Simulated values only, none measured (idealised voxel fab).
process module | voxel released beams
cross-section cut | 275 nm wide | cells 5 nm
A cross-section is a grid of square cells, given in bands from the top down. A band is one or more rows of cells.
Each band's line starts with the height of the band's top and of its bottom, in nm. Then come its materials from left to right, each with its width in nm. One material with "throughout" fills the band from edge to edge. "air" is empty space.
Height 0 is the level under which the wafer as received is all one material. The lowest band goes on downwards, as in "0 down".
A width such as "30 to 40" changes by the same amount from each row of cells to the next, from the band's top row to its bottom row.
"no change" after a step means that no cell of the cross-section changed.
closed voids: empty space of 8 cells or more with no open way to the top, each as width x height at its distance from the left edge, in nm
after a step's settings: what the simulator itself notes on the step
overlay nm, on a step with a mask: how far to the right of its planned place the mask lay; to the left if negative
plan
1 op RECEIVE | material Si
2 op CONFORMAL_DEP | material Al2O3 | thk nm 10
3 op DIRECTIONAL_DEP | material SiO2 | thk nm 15
4 op MASKED_ETCH | tone open | mask id ANCHOR | width nm 25 | etch materials SiO2 | depth nm 15 | overlay nm -15
5 op CONFORMAL_DEP | material SiN | thk nm 10
6 op MASKED_ETCH | tone cover | mask id BEAM | width nm 105 | etch materials SiN | depth nm 10 | overlay nm 0
7 op STRIP | etch materials SiO2
varied across the wafers: overlay nm of step 4. The plan shows the first wafer's value. All wafers start alike
first wafer as received, after step 1
  0 down: Si throughout
  closed voids: none
first wafer at the end, after step 7
  35 to 25: air 85 | SiN 100 | air 90
  25 to 20: air 70 | SiN 10 | air 5 | SiN 10 | air 180
  20 to 10: air 70 | SiN 25 | air 180
  10 to 0: Al2O3 throughout
  0 down: Si throughout
  closed voids: none
last wafer at the end
  35 to 25: air 80 | SiN 30 | air 5 | SiN 70 | air 90
  25 to 20: air 100 | SiN 10 | air 5 | SiN 10 | air 150
  20 to 10: air 100 | SiN 25 | air 150
  10 to 0: Al2O3 throughout
  0 down: Si throughout
  closed voids: none
each wafer at the end: cells of each material gained (+) or lost (-) since it was received, then its closed voids
overlay nm -15 | +110 Al2O3 | +54 SiN | closed voids: none
overlay nm -10 | +110 Al2O3 | +54 SiN | closed voids: none
overlay nm -5 | +110 Al2O3 | +54 SiN | closed voids: none
overlay nm 0 | +110 Al2O3 | +54 SiN | closed voids: none
overlay nm 5 | +110 Al2O3 | +54 SiN | closed voids: none
overlay nm 10 | +110 Al2O3 | +54 SiN | closed voids: none
overlay nm 15 | +110 Al2O3 | +54 SiN | closed voids: none
